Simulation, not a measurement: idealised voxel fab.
process module | voxel fin reveal
cross-section cut | 270 nm wide | cells 5 nm
A cross-section is a grid of square cells, given in bands from the top down. A band is one or more rows of cells.
Each band's line starts with the height of the band's top and of its bottom, in nm. Then come its materials from left to right, each with its width in nm. One material with "throughout" fills the band from edge to edge. "air" is empty space.
Height 0 is the level under which the wafer as received is all one material. The lowest band goes on downwards, as in "0 down".
A width such as "30 to 40" changes by the same amount from each row of cells to the next, from the band's top row to its bottom row.
"no change" after a step means that no cell of the cross-section changed.
closed voids: empty space of 8 cells or more with no open way to the top, each as width x height at its distance from the left edge, in nm
after a step's settings: what the simulator itself notes on the step
overlay nm, on a step with a mask: how far to the right of its planned place the mask lay; to the left if negative
plan
1 op RECEIVE | material Si
2 op CONFORMAL_DEP | material SiN | thk nm 5
3 op PATTERN | tone cover | mask id FINS | material resist | width nm 15 | pitch nm 45 | thk nm 20 | overlay nm 0
4 op DIRECTIONAL_ETCH | etch materials SiN | depth nm 5
5 op DIRECTIONAL_ETCH | etch materials Si | depth nm 30
6 op STRIP | etch materials resist
7 op FILL_DEP | material SiO2 | thk nm 15
8 op CMP | height nm 5
9 op SELECTIVE_ETCH | etch materials SiO2 | depth nm 15
10 op STRIP | etch materials SiN
11 op CONFORMAL_DEP | material HfO2 | thk nm 5
as received, after step 1
  0 down: Si throughout
  closed voids: none
first wafer at the end, as planned
  5 to 0: air 75 | HfO2 25 | air 20 | HfO2 25 | air 20 | HfO2 25 | air 80
  0 to -5: air 75 | HfO2 5 | Si 15 | HfO2 5 | air 20 | HfO2 5 | Si 15 | HfO2 5 | air 20 | HfO2 5 | Si 15 | HfO2 5 | air 80
  -5 to -10: HfO2 80 | Si 15 | HfO2 30 | Si 15 | HfO2 30 | Si 15 | HfO2 85
  -10 to -30: SiO2 80 | Si 15 | SiO2 30 | Si 15 | SiO2 30 | Si 15 | SiO2 85
  -30 down: Si throughout
  closed voids: none
second wafer at the end: like start, like plan, one mistake
  5 to 0: air 70 | HfO2 35 | air 10 | HfO2 35 | air 10 | HfO2 35 | air 75
  0 to -5: air 70 | HfO2 5 | Si 25 | HfO2 5 | air 10 | HfO2 5 | Si 25 | HfO2 5 | air 10 | HfO2 5 | Si 25 | HfO2 5 | air 75
  -5 to -10: HfO2 75 | Si 25 | HfO2 20 | Si 25 | HfO2 20 | Si 25 | HfO2 80
  -10 to -30: SiO2 75 | Si 25 | SiO2 20 | Si 25 | SiO2 20 | Si 25 | SiO2 80
  -30 down: Si throughout
  closed voids: none
what went wrong: step 3 ran as: op PATTERN | tone cover | mask id FINS | material resist | width nm 25 | pitch nm 45 | thk nm 20 | overlay nm 0
at the end the second wafer has, in cells: 36 more of Si | 24 fewer of SiO2
